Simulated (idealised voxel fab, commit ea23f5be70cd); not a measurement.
Documented hereafter: the process module known as voxel air gaps.
We display cut, a cross-section 220 nm in width whose square cells are each 5 nm.
Reading order for cross-sections: top band down to bottom band. Underlying form: a grid of square cells. Band size: one or more rows of cells.
The band entry comprises the height of the band's top followed by the height of its bottom, expressed in nm, and subsequently the band's materials from left to right, each stated together with its width in nm. Where a single material is marked with the word "full width", that material fills the band from edge to edge. The word "blank" represents empty space.
Heads up on the height convention: 0 is the point under which the incoming wafer is all one material, and the lowest band has no bottom, it just keeps going down, like "0 nm and below".
It should be noted that a width expressed as "30 to 40" varies in equal increments from row to row of cells within the band, taking the value of the first number at the top row and that of the second number at the bottom row.
Step note "remains unaltered" = no cross-section cell changed.
For the entry "Sealed voids", the listed items are empty spaces with no open way to the top whose size is 8 cells or more; each item follows the pattern width x height at distance, where distance is from the left edge and all three are in nm.
What comes after the settings on a step's line is commentary from the simulator itself on that step.
Steps that use a mask can have "overlay nm" on their line. It says how far the mask sat to the right of where it was meant to be. Negative means to the left.

## This section lists the process steps that were planned
1. RECEIVE, material Si
2. CONFORMAL_DEP, material SiO2, thk nm 15
3. CONFORMAL_DEP, material SiN, thk nm 5
4. DIRECTIONAL_DEP, material SiO2, thk nm 35
5. DIRECTIONAL_DEP, material aC, thk nm 15
6. PATTERN, tone open, mask id LINES, material resist, width nm 20, pitch nm 50, thk nm 30, overlay nm 0
7. DIRECTIONAL_ETCH, etch materials aC, depth nm 15
8. STRIP, etch materials resist
9. DIRECTIONAL_ETCH, etch materials SiO2, depth nm 35
10. STRIP, etch materials aC
11. CONFORMAL_DEP, material TiN, thk nm 5
12. FILL_DEP, material W, thk nm 10
13. CMP, height nm 55
14. EPI, material Ru, thk nm 10
15. SELECTIVE_ETCH, etch materials SiO2, depth nm 45
16. CONFORMAL_DEP, material SiCN, thk nm 5
Wafer-to-wafer difference: thk nm, step 16. Common start. Plan = first wafer's value.

## The as-received cross-section of the first of several wafers corresponds to the state after step 1
  0 nm and below  Si full width
  Sealed voids: none

## First of several wafers, sectioned at end of module (last step: step 16)
  70 nm to 65 nm  blank 10 / SiCN 200 / blank 10
  65 nm to 55 nm  blank 10 / SiCN 5 / Ru 40 / SiCN 10 / Ru 40 / SiCN 10 / Ru 40 / SiCN 10 / Ru 40 / SiCN 5 / blank 10
  55 nm to 50 nm  blank 10 / SiCN 15 / TiN 5 / W 10 / TiN 5 / SiCN 30 / TiN 5 / W 10 / TiN 5 / SiCN 30 / TiN 5 / W 10 / TiN 5 / SiCN 30 / TiN 5 / W 10 / TiN 5 / SiCN 15 / blank 10
  50 nm to 25 nm  blank 20 / SiCN 5 / TiN 5 / W 10 / TiN 5 / SiCN 5 / blank 20 / SiCN 5 / TiN 5 / W 10 / TiN 5 / SiCN 5 / blank 20 / SiCN 5 / TiN 5 / W 10 / TiN 5 / SiCN 5 / blank 20 / SiCN 5 / TiN 5 / W 10 / TiN 5 / SiCN 5 / blank 20
  25 nm to 20 nm  SiCN 25 / TiN 20 / SiCN 30 / TiN 20 / SiCN 30 / TiN 20 / SiCN 30 / TiN 20 / SiCN 25
  20 nm to 15 nm  SiN full width
  15 nm to 0 nm  SiO2 full width
  0 nm and below  Si full width
  Sealed voids: 20 x 25 at 50; 20 x 25 at 100; 20 x 25 at 150

## Last-wafer cross-section at the end of the module
  85 nm to 65 nm  SiCN full width
  65 nm to 55 nm  SiCN 15 / Ru 40 / SiCN 10 / Ru 40 / SiCN 10 / Ru 40 / SiCN 10 / Ru 40 / SiCN 15
  55 nm to 50 nm  SiCN 25 / TiN 5 / W 10 / TiN 5 / SiCN 30 / TiN 5 / W 10 / TiN 5 / SiCN 30 / TiN 5 / W 10 / TiN 5 / SiCN 30 / TiN 5 / W 10 / TiN 5 / SiCN 25
  50 nm to 40 nm  SiCN 25 / TiN 5 / W 10 / TiN 5 / SiCN 5 / blank 20 / SiCN 5 / TiN 5 / W 10 / TiN 5 / SiCN 5 / blank 20 / SiCN 5 / TiN 5 / W 10 / TiN 5 / SiCN 5 / blank 20 / SiCN 5 / TiN 5 / W 10 / TiN 5 / SiCN 25
  40 nm to 35 nm  blank 10 / SiCN 15 / TiN 5 / W 10 / TiN 5 / SiCN 5 / blank 20 / SiCN 5 / TiN 5 / W 10 / TiN 5 / SiCN 5 / blank 20 / SiCN 5 / TiN 5 / W 10 / TiN 5 / SiCN 5 / blank 20 / SiCN 5 / TiN 5 / W 10 / TiN 5 / SiCN 15 / blank 10
  35 nm to 25 nm  SiCN 25 / TiN 5 / W 10 / TiN 5 / SiCN 5 / blank 20 / SiCN 5 / TiN 5 / W 10 / TiN 5 / SiCN 5 / blank 20 / SiCN 5 / TiN 5 / W 10 / TiN 5 / SiCN 5 / blank 20 / SiCN 5 / TiN 5 / W 10 / TiN 5 / SiCN 25
  25 nm to 20 nm  SiCN 25 / TiN 20 / SiCN 30 / TiN 20 / SiCN 30 / TiN 20 / SiCN 30 / TiN 20 / SiCN 25
  20 nm to 15 nm  SiN full width
  15 nm to 0 nm  SiO2 full width
  0 nm and below  Si full width
  Sealed voids: 20 x 25 at 50; 20 x 25 at 100; 20 x 25 at 150

## Below: a row per wafer. Contents at end of module: for every material, cells gained since receipt (+) or lost since receipt (-); then closed voids
thk nm 5 | +64 Ru | +148 SiCN | +44 SiN | +132 SiO2 | +64 TiN | +48 W | Sealed voids: 20 x 25 at 50; 20 x 25 at 100; 20 x 25 at 150
thk nm 10 | +64 Ru | +218 SiCN | +44 SiN | +132 SiO2 | +64 TiN | +48 W | Sealed voids: 20 x 25 at 50; 20 x 25 at 100; 20 x 25 at 150
thk nm 15 | +64 Ru | +288 SiCN | +44 SiN | +132 SiO2 | +64 TiN | +48 W | Sealed voids: 20 x 25 at 50; 20 x 25 at 100; 20 x 25 at 150
thk nm 20 | +64 Ru | +332 SiCN | +44 SiN | +132 SiO2 | +64 TiN | +48 W | Sealed voids: 20 x 25 at 50; 20 x 25 at 100; 20 x 25 at 150
